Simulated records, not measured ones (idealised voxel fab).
Title: Process Module voxel tone inversion
295 nm wide, 5 nm square cells: that's cross-section cut.
When this document writes out a cross-section, it uses a grid of square cells and lists it as bands, beginning at the top and moving down, with a band standing for one or more rows of cells.
It is stipulated that each band's entry specify, in nanometres, the height of the top of the band and then that of its bottom, followed by the materials of the band in left-to-right sequence, each together with its width in nanometres. A single material marked by the word "throughout" is understood to fill the band from edge to edge; the word "empty" is understood to denote empty space.
Heights from 0 (as-received wafer is one material below). Bottom band endless downward, as "0 -> down".
A width given as "30..40" starts at the first number in the band's top row and ends at the second number in its bottom row, shifting by an equal amount at every step from row to row.
"nothing changed" -> step changed no cross-section cell.
This entry, "Enclosed void entries", enumerates those empty regions of no fewer than 8 cells that possess no open connection to the top. Each region is reported in the form width x height at distance, the distance being taken from the left edge, with all three quantities expressed in nm.
On each step's line, the part that comes after the settings is the simulator's own comment on the step.
"overlay nm" answers the question of how far to the right of plan the mask lay on a step that has a mask, and when it is negative the answer is to the left.
Planned step list for the process
step 1: RECEIVE: material Si
step 2: CONFORMAL_DEP: material SiN, thk nm 10
step 3: DIRECTIONAL_DEP: material polySi, thk nm 15
step 4: PATTERN: tone cover, mask id POSTS, material resist, width nm 15, pitch nm 40, thk nm 25, overlay nm -15
step 5: DIRECTIONAL_ETCH: etch materials polySi, depth nm 15
step 6: STRIP: etch materials resist
step 7: FILL_DEP: material lowk, thk nm 5
step 8: CMP: height nm 25
step 9: STRIP: etch materials polySi
step 10: CONFORMAL_DEP: material TiN, thk nm 5
step 11: FILL_DEP: material Ru, thk nm 5
step 12: CMP: height nm 25
step 13: CONFORMAL_DEP: material SiN, thk nm 5
Same starting wafers, different overlay nm at step 4. Plan value belongs to the first wafer.
First of several wafers (as received, post step 1), cross-sectional view
  0 -> down: Si throughout
  Enclosed void entries: none
At the end of the module, after its last step, step 13, the first of several wafers appears in cross-section as follows
  30 -> 25: SiN throughout
  25 -> 15: 105 nm lowk, then 5 nm TiN, then 5 nm Ru, then 5 nm TiN, then 25 nm lowk, then 5 nm TiN, then 5 nm Ru, then 5 nm TiN, then 135 nm lowk
  15 -> 10: 105 nm lowk, then 15 nm TiN, then 25 nm lowk, then 15 nm TiN, then 135 nm lowk
  10 -> 0: SiN throughout
  0 -> down: Si throughout
  Enclosed void entries: none
Last wafer of the set, cross-sectioned at end of module
  30 -> 25: SiN throughout
  25 -> 15: 135 nm lowk, then 5 nm TiN, then 5 nm Ru, then 5 nm TiN, then 25 nm lowk, then 5 nm TiN, then 5 nm Ru, then 5 nm TiN, then 105 nm lowk
  15 -> 10: 135 nm lowk, then 15 nm TiN, then 25 nm lowk, then 15 nm TiN, then 105 nm lowk
  10 -> 0: SiN throughout
  0 -> down: Si throughout
  Enclosed void entries: none
Row per wafer, end-of-module: cell gain (+)/loss (-) by material since the wafer came in, then closed voids
overlay nm -15 | +4 Ru | +177 SiN | +14 TiN | +159 lowk | Enclosed void entries: none
overlay nm -10 | +4 Ru | +177 SiN | +14 TiN | +159 lowk | Enclosed void entries: none
overlay nm -5 | +4 Ru | +177 SiN | +14 TiN | +159 lowk | Enclosed void entries: none
overlay nm 0 | +4 Ru | +177 SiN | +14 TiN | +159 lowk | Enclosed void entries: none
overlay nm 5 | +4 Ru | +177 SiN | +14 TiN | +159 lowk | Enclosed void entries: none
overlay nm 10 | +4 Ru | +177 SiN | +14 TiN | +159 lowk | Enclosed void entries: none
overlay nm 15 | +4 Ru | +177 SiN | +14 TiN | +159 lowk | Enclosed void entries: none
